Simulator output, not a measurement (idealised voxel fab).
process module | voxel spacer lines
cross-section cut | 250 nm wide | cells 5 nm
A cross-section is a grid of square cells, given in bands from the top down. A band is one or more rows of cells.
Each band's line starts with the height of the band's top and of its bottom, in nm. Then come its materials from left to right, each with its width in nm. One material with "throughout" fills the band from edge to edge. "air" is empty space.
Height 0 is the level under which the wafer as received is all one material. The lowest band goes on downwards, as in "0 down".
A width such as "30 to 40" changes by the same amount from each row of cells to the next, from the band's top row to its bottom row.
"no change" after a step means that no cell of the cross-section changed.
closed voids: empty space of 8 cells or more with no open way to the top, each as width x height at its distance from the left edge, in nm
after a step's settings: what the simulator itself notes on the step
overlay nm, on a step with a mask: how far to the right of its planned place the mask lay; to the left if negative
plan
1 op RECEIVE | material Si
2 op CONFORMAL_DEP | material SiO2 | thk nm 10
3 op DIRECTIONAL_DEP | material TiN | thk nm 15
4 op DIRECTIONAL_DEP | material aC | thk nm 30
5 op PATTERN | tone cover | mask id MANDREL | material resist | width nm 25 | pitch nm 80 | thk nm 35 | overlay nm 0
6 op DIRECTIONAL_ETCH | etch materials aC | depth nm 30
7 op STRIP | etch materials resist
8 op CONFORMAL_DEP | material SiN | thk nm 15
9 op DIRECTIONAL_ETCH | etch materials SiN | depth nm 15
10 op STRIP | etch materials aC
11 op DIRECTIONAL_ETCH | etch materials TiN | depth nm 15
12 op STRIP | etch materials SiN
as received, after step 1
  0 down: Si throughout
  closed voids: none
first wafer at the end, as planned
  25 to 10: air 55 | TiN 15 | air 25 | TiN 15 | air 25 | TiN 15 | air 25 | TiN 15 | air 60
  10 to 0: SiO2 throughout
  0 down: Si throughout
  closed voids: none
second wafer at the end: like start, like plan, one mistake
  25 to 20: air 55 | TiN 15 | air 25 | TiN 15 | air 25 | TiN 15 | air 25 | TiN 15 | air 60
  20 to 10: TiN throughout
  10 to 0: SiO2 throughout
  0 down: Si throughout
  closed voids: none
what went wrong: step 11 ran as: op DIRECTIONAL_ETCH | etch materials TiN | depth nm 5
at the end the second wafer has, in cells: 76 more of TiN
